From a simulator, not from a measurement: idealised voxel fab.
The following process module bears the name voxel capacitor over wiring.
Section shown: cut. Width: 160 nm. Cell size: 5 nm, square.
A cross-section in this document is a grid of square cells, and it is written down as bands, the top band listed before the ones below it; a band is made up of one or more rows of cells.
Band entry format. Leading values: height of top, height of bottom, nm. Remainder: materials in left-to-right order, each with its width in nm. Special words: "edge to edge" on a single material, which then fills the band edge to edge; "blank", empty space.
Below 0: as-received wafer, all one material; heights counted from there. Lowest band: no bottom, goes on down, written "0 -> down".
The notation "30..40" denotes a width that varies across the rows of cells in the band, beginning at the first number in the top row, finishing at the second number in the bottom row, and changing by an identical amount from each row to the next.
Key: "nothing different" - step with no changed cell in the cross-section.
"Sealed cavities" contains a list of empty spaces, each no smaller than 8 cells and without an open way to the top, written in the form width x height at distance with the distance from the left edge and all three in nm.
That trailing text on a step's line, after the settings, is the simulator's own remark on the step.
The "overlay nm" setting may appear on a step's line; for a step that uses a mask, it gives how far to the right of its planned position the mask lay, and a negative value indicates the left.

### Planned process steps
1 RECEIVE | material Si
2 CONFORMAL_DEP | material SiO2 | thk nm 15
3 CONFORMAL_DEP | material SiCN | thk nm 5
4 DIRECTIONAL_DEP | material lowk | thk nm 15
5 PATTERN | tone open | mask id METAL_1 | material resist | width nm 30 | pitch nm 95 | thk nm 20 | overlay nm 0
6 DIRECTIONAL_ETCH | etch materials lowk | depth nm 15
7 DIRECTIONAL_ETCH | etch materials SiCN | depth nm 5
8 STRIP | etch materials resist
9 CONFORMAL_DEP | material TiN | thk nm 5
10 FILL_DEP | material Ru | thk nm 10
11 CMP | height nm 35
12 CONFORMAL_DEP | material SiCN | thk nm 5
13 DIRECTIONAL_DEP | material lowk | thk nm 10
14 MASKED_ETCH | tone open | mask id PLUG_1 | width nm 15 | etch materials lowk | depth nm 10 | overlay nm 0
15 MASKED_ETCH | tone open | mask id PLUG_1 | width nm 15 | etch materials SiCN | depth nm 5 | overlay nm 0
16 EPI | material Ru | thk nm 10
17 EPI | material Ru | thk nm 5
18 DIRECTIONAL_DEP | material TiN | thk nm 5
19 DIRECTIONAL_DEP | material Al2O3 | thk nm 5
20 DIRECTIONAL_DEP | material TiN | thk nm 10
21 MASKED_ETCH | tone cover | mask id UPPER_PLATE | width nm 70 | etch materials TiN | depth nm 10 | overlay nm 0
22 MASKED_ETCH | tone cover | mask id UPPER_PLATE | width nm 70 | etch materials Al2O3 | depth nm 5 | overlay nm 0
23 PATTERN | tone cover | mask id LOWER_PLATE | material resist | width nm 80 | thk nm 20 | overlay nm 0
24 DIRECTIONAL_ETCH | etch materials TiN | depth nm 5
25 STRIP | etch materials resist
26 FILL_DEP | material SiO2 | thk nm 15
27 CMP | height nm 80
28 PATTERN | tone open | mask id PLUG_2 | material resist | width nm 15 | thk nm 15 | overlay nm 0
29 DIRECTIONAL_ETCH | etch materials SiO2 | depth nm 10
30 STRIP | etch materials resist
31 CONFORMAL_DEP | material TiN | thk nm 5
32 FILL_DEP | material Cu | thk nm 10
33 CMP | height nm 80
34 CONFORMAL_DEP | material SiN | thk nm 5

### First wafer out of two, processed as planned

### Cross-section of the incoming wafer, state after step 1
- 0 -> down = Si edge to edge
- Sealed cavities: none

### The following cross-section depicts the wafer upon completion of step 2
- 15 -> 0 = SiO2 edge to edge
- At heights below 0, the structure remains unaltered.

### The following cross-section depicts the wafer upon completion of step 3
- 20 -> 15 = SiCN edge to edge
- At heights below 15, the structure remains unaltered.

### The following cross-section depicts the wafer upon completion of step 4
- 35 -> 20 = lowk edge to edge
- At heights below 20, the structure remains unaltered.

### The following cross-section depicts the wafer upon completion of step 5
- 55 -> 35 = 15 of resist | 30 of blank | 65 of resist | 30 of blank | 20 of resist
- At heights below 35, the structure remains unaltered.

### The following cross-section depicts the wafer upon completion of step 6
- 55 -> 35 = 15 of resist | 30 of blank | 65 of resist | 30 of blank | 20 of resist
- 35 -> 20 = 15 of lowk | 30 of blank | 65 of lowk | 30 of blank | 20 of lowk
- At heights below 20, the structure remains unaltered.

### The following cross-section depicts the wafer upon completion of step 7
- 55 -> 35 = 15 of resist | 30 of blank | 65 of resist | 30 of blank | 20 of resist
- 35 -> 20 = 15 of lowk | 30 of blank | 65 of lowk | 30 of blank | 20 of lowk
- 20 -> 15 = 15 of SiCN | 30 of blank | 65 of SiCN | 30 of blank | 20 of SiCN
- At heights below 15, the structure remains unaltered.

### The following cross-section depicts the wafer upon completion of step 8
- 35 -> 20 = 15 of lowk | 30 of blank | 65 of lowk | 30 of blank | 20 of lowk
- At heights below 20, the structure remains unaltered.

### The following cross-section depicts the wafer upon completion of step 9
- 40 -> 35 = 20 of TiN | 20 of blank | 75 of TiN | 20 of blank | 25 of TiN
- 35 -> 20 = 15 of lowk | 5 of TiN | 20 of blank | 5 of TiN | 65 of lowk | 5 of TiN | 20 of blank | 5 of TiN | 20 of lowk
- 20 -> 15 = 15 of SiCN | 30 of TiN | 65 of SiCN | 30 of TiN | 20 of SiCN
- At heights below 15, the structure remains unaltered.

### The following cross-section depicts the wafer upon completion of step 10
- 50 -> 40 = Ru edge to edge
- 40 -> 35 = 20 of TiN | 20 of Ru | 75 of TiN | 20 of Ru | 25 of TiN
- 35 -> 20 = 15 of lowk | 5 of TiN | 20 of Ru | 5 of TiN | 65 of lowk | 5 of TiN | 20 of Ru | 5 of TiN | 20 of lowk
- At heights below 20, the structure remains unaltered.

### The following cross-section depicts the wafer upon completion of step 11
- 35 -> 20 = 15 of lowk | 5 of TiN | 20 of Ru | 5 of TiN | 65 of lowk | 5 of TiN | 20 of Ru | 5 of TiN | 20 of lowk
- At heights below 20, the structure remains unaltered.

### The following cross-section depicts the wafer upon completion of step 12
- 40 -> 35 = SiCN edge to edge
- At heights below 35, the structure remains unaltered.

### The following cross-section depicts the wafer upon completion of step 13
- 50 -> 40 = lowk edge to edge
- At heights below 40, the structure remains unaltered.

### The following cross-section depicts the wafer upon completion of step 14
- 50 -> 40 = 30 of lowk | 15 of blank | 115 of lowk
- At heights below 40, the structure remains unaltered.

### The following cross-section depicts the wafer upon completion of step 15
- 50 -> 40 = 30 of lowk | 15 of blank | 115 of lowk
- 40 -> 35 = 30 of SiCN | 15 of blank | 115 of SiCN
- At heights below 35, the structure remains unaltered.

### The following cross-section depicts the wafer upon completion of step 16
- 50 -> 45 = 30 of lowk | 15 of blank | 115 of lowk
- 45 -> 40 = 30 of lowk | 15 of Ru | 115 of lowk
- 40 -> 35 = 30 of SiCN | 15 of Ru | 115 of SiCN
- At heights below 35, the structure remains unaltered.

### The following cross-section depicts the wafer upon completion of step 17
- 50 -> 40 = 30 of lowk | 15 of Ru | 115 of lowk
- At heights below 40, the structure remains unaltered.

### The following cross-section depicts the wafer upon completion of step 18
- 55 -> 50 = TiN edge to edge
- At heights below 50, the structure remains unaltered.

### The following cross-section depicts the wafer upon completion of step 19
- 60 -> 55 = Al2O3 edge to edge
- At heights below 55, the structure remains unaltered.

### The following cross-section depicts the wafer upon completion of step 20
- 70 -> 60 = TiN edge to edge
- At heights below 60, the structure remains unaltered.

### The following cross-section depicts the wafer upon completion of step 21
- 70 -> 60 = 30 of blank | 70 of TiN | 60 of blank
- At heights below 60, the structure remains unaltered.

### The following cross-section depicts the wafer upon completion of step 22
- 70 -> 60 = 30 of blank | 70 of TiN | 60 of blank
- 60 -> 55 = 30 of blank | 70 of Al2O3 | 60 of blank
- At heights below 55, the structure remains unaltered.

### The following cross-section depicts the wafer upon completion of step 23
- 90 -> 70 = 25 of blank | 80 of resist | 55 of blank
- 70 -> 60 = 25 of blank | 5 of resist | 70 of TiN | 5 of resist | 55 of blank
- 60 -> 55 = 25 of blank | 5 of resist | 70 of Al2O3 | 5 of resist | 55 of blank
- At heights below 55, the structure remains unaltered.

### The following cross-section depicts the wafer upon completion of step 24
- 90 -> 70 = 25 of blank | 80 of resist | 55 of blank
- 70 -> 60 = 25 of blank | 5 of resist | 70 of TiN | 5 of resist | 55 of blank
- 60 -> 55 = 25 of blank | 5 of resist | 70 of Al2O3 | 5 of resist | 55 of blank
- 55 -> 50 = 25 of blank | 80 of TiN | 55 of blank
- At heights below 50, the structure remains unaltered.

### The following cross-section depicts the wafer upon completion of step 25
- 70 -> 60 = 30 of blank | 70 of TiN | 60 of blank
- 60 -> 55 = 30 of blank | 70 of Al2O3 | 60 of blank
- At heights below 55, the structure remains unaltered.

### The following cross-section depicts the wafer upon completion of step 26
- 85 -> 70 = SiO2 edge to edge
- 70 -> 60 = 30 of SiO2 | 70 of TiN | 60 of SiO2
- 60 -> 55 = 30 of SiO2 | 70 of Al2O3 | 60 of SiO2
- 55 -> 50 = 25 of SiO2 | 80 of TiN | 55 of SiO2
- At heights below 50, the structure remains unaltered.

### The following cross-section depicts the wafer upon completion of step 27
- 80 -> 70 = SiO2 edge to edge
- At heights below 70, the structure remains unaltered.

### The following cross-section depicts the wafer upon completion of step 28
- 95 -> 80 = 40 of resist | 15 of blank | 105 of resist
- At heights below 80, the structure remains unaltered.

### The following cross-section depicts the wafer upon completion of step 29
- 95 -> 80 = 40 of resist | 15 of blank | 105 of resist
- 80 -> 70 = 40 of SiO2 | 15 of blank | 105 of SiO2
- At heights below 70, the structure remains unaltered.

### The following cross-section depicts the wafer upon completion of step 30
- 80 -> 70 = 40 of SiO2 | 15 of blank | 105 of SiO2
- At heights below 70, the structure remains unaltered.

### The following cross-section depicts the wafer upon completion of step 31
- 85 -> 80 = 45 of TiN | 5 of blank | 110 of TiN
- 80 -> 75 = 40 of SiO2 | 5 of TiN | 5 of blank | 5 of TiN | 105 of SiO2
- 75 -> 70 = 40 of SiO2 | 15 of TiN | 105 of SiO2
- At heights below 70, the structure remains unaltered.

### The following cross-section depicts the wafer upon completion of step 32
- 95 -> 85 = Cu edge to edge
- 85 -> 80 = 45 of TiN | 5 of Cu | 110 of TiN
- 80 -> 75 = 40 of SiO2 | 5 of TiN | 5 of Cu | 5 of TiN | 105 of SiO2
- At heights below 75, the structure remains unaltered.

### The following cross-section depicts the wafer upon completion of step 33
- 80 -> 75 = 40 of SiO2 | 5 of TiN | 5 of Cu | 5 of TiN | 105 of SiO2
- At heights below 75, the structure remains unaltered.

### The following cross-section depicts the wafer upon completion of step 34
- 85 -> 80 = SiN edge to edge
- At heights below 80, the structure remains unaltered.

### Now the other wafer: same start, same recipe, but we messed up one thing when running it. Up to and including step 15 it's the same as the first one

### The second wafer in cross-section, at the planned close of step 16
- 55 -> 50 = 25 of blank | 25 of Ru | 110 of blank
- 50 -> 40 = 30 of lowk | 15 of Ru | 115 of lowk
- 40 -> 35 = 30 of SiCN | 15 of Ru | 115 of SiCN
- At heights below 35, the structure remains unaltered.

### The second wafer in cross-section, at the planned close of step 17
- 60 -> 50 = 20 of blank | 35 of Ru | 105 of blank
- At heights below 50, the structure remains unaltered.

### The second wafer in cross-section, at the planned close of step 18
- 65 -> 60 = 20 of blank | 35 of TiN | 105 of blank
- 60 -> 55 = 20 of blank | 35 of Ru | 105 of blank
- 55 -> 50 = 20 of TiN | 35 of Ru | 105 of TiN
- At heights below 50, the structure remains unaltered.

### The second wafer in cross-section, at the planned close of step 19
- 70 -> 65 = 20 of blank | 35 of Al2O3 | 105 of blank
- 65 -> 60 = 20 of blank | 35 of TiN | 105 of blank
- 60 -> 55 = 20 of Al2O3 | 35 of Ru | 105 of Al2O3
- At heights below 55, the structure remains unaltered.

### The second wafer in cross-section, at the planned close of step 20
- 80 -> 70 = 20 of blank | 35 of TiN | 105 of blank
- 70 -> 65 = 20 of TiN | 35 of Al2O3 | 105 of TiN
- 65 -> 60 = TiN edge to edge
- At heights below 60, the structure remains unaltered.

### The second wafer in cross-section, at the planned close of step 21
- 80 -> 70 = 30 of blank | 25 of TiN | 105 of blank
- 70 -> 65 = 20 of blank | 35 of Al2O3 | 45 of TiN | 60 of blank
- 65 -> 60 = 20 of blank | 80 of TiN | 60 of blank
- At heights below 60, the structure remains unaltered.

### The second wafer in cross-section, at the planned close of step 22
- 80 -> 70 = 30 of blank | 25 of TiN | 105 of blank
- 70 -> 65 = 30 of blank | 25 of Al2O3 | 45 of TiN | 60 of blank
- 65 -> 60 = 20 of blank | 80 of TiN | 60 of blank
- 60 -> 55 = 20 of blank | 35 of Ru | 45 of Al2O3 | 60 of blank
- At heights below 55, the structure remains unaltered.

### The second wafer in cross-section, at the planned close of step 23
- 100 -> 80 = 25 of blank | 80 of resist | 55 of blank
- 80 -> 70 = 25 of blank | 5 of resist | 25 of TiN | 50 of resist | 55 of blank
- 70 -> 65 = 25 of blank | 5 of resist | 25 of Al2O3 | 45 of TiN | 5 of resist | 55 of blank
- 65 -> 60 = 20 of blank | 80 of TiN | 5 of resist | 55 of blank
- 60 -> 55 = 20 of blank | 35 of Ru | 45 of Al2O3 | 5 of resist | 55 of blank
- At heights below 55, the structure remains unaltered.

### The second wafer in cross-section, at the planned close of step 24
- 100 -> 80 = 25 of blank | 80 of resist | 55 of blank
- 80 -> 70 = 25 of blank | 5 of resist | 25 of TiN | 50 of resist | 55 of blank
- 70 -> 65 = 25 of blank | 5 of resist | 25 of Al2O3 | 45 of TiN | 5 of resist | 55 of blank
- 65 -> 60 = 25 of blank | 75 of TiN | 5 of resist | 55 of blank
- 60 -> 55 = 20 of blank | 35 of Ru | 45 of Al2O3 | 5 of resist | 55 of blank
- 55 -> 50 = 20 of blank | 35 of Ru | 50 of TiN | 55 of blank
- At heights below 50, the structure remains unaltered.

### The second wafer in cross-section, at the planned close of step 25
- 80 -> 70 = 30 of blank | 25 of TiN | 105 of blank
- 70 -> 65 = 30 of blank | 25 of Al2O3 | 45 of TiN | 60 of blank
- 65 -> 60 = 25 of blank | 75 of TiN | 60 of blank
- 60 -> 55 = 20 of blank | 35 of Ru | 45 of Al2O3 | 60 of blank
- At heights below 55, the structure remains unaltered.

### The second wafer in cross-section, at the planned close of step 26
- 95 -> 80 = SiO2 edge to edge
- 80 -> 70 = 30 of SiO2 | 25 of TiN | 105 of SiO2
- 70 -> 65 = 30 of SiO2 | 25 of Al2O3 | 45 of TiN | 60 of SiO2
- 65 -> 60 = 25 of SiO2 | 75 of TiN | 60 of SiO2
- 60 -> 55 = 20 of SiO2 | 35 of Ru | 45 of Al2O3 | 60 of SiO2
- 55 -> 50 = 20 of SiO2 | 35 of Ru | 50 of TiN | 55 of SiO2
- At heights below 50, the structure remains unaltered.

### The second wafer in cross-section, at the planned close of step 27
- 80 -> 70 = 30 of SiO2 | 25 of TiN | 105 of SiO2
- At heights below 70, the structure remains unaltered.

### The second wafer in cross-section, at the planned close of step 28
- 95 -> 80 = 40 of resist | 15 of blank | 105 of resist
- At heights below 80, the structure remains unaltered.

The second wafer in cross-section, at the planned close of step 29: nothing different

### The second wafer in cross-section, at the planned close of step 30
- 80 -> 70 = 30 of SiO2 | 25 of TiN | 105 of SiO2
- At heights below 70, the structure remains unaltered.

### The second wafer in cross-section, at the planned close of step 31
- 85 -> 80 = TiN edge to edge
- At heights below 80, the structure remains unaltered.

### The second wafer in cross-section, at the planned close of step 32
- 95 -> 85 = Cu edge to edge
- At heights below 85, the structure remains unaltered.

### The second wafer in cross-section, at the planned close of step 33
- 80 -> 70 = 30 of SiO2 | 25 of TiN | 105 of SiO2
- At heights below 70, the structure remains unaltered.

### The second wafer in cross-section, at the planned close of step 34
- 85 -> 80 = SiN edge to edge
- At heights below 80, the structure remains unaltered.
Run error: in the plan, step 16 was performed twice
In the final state, the cell counts of the second wafer exceed or fall short of those of the first for the following materials: Cu -1 | Ru +14 | SiO2 -8 | TiN -5
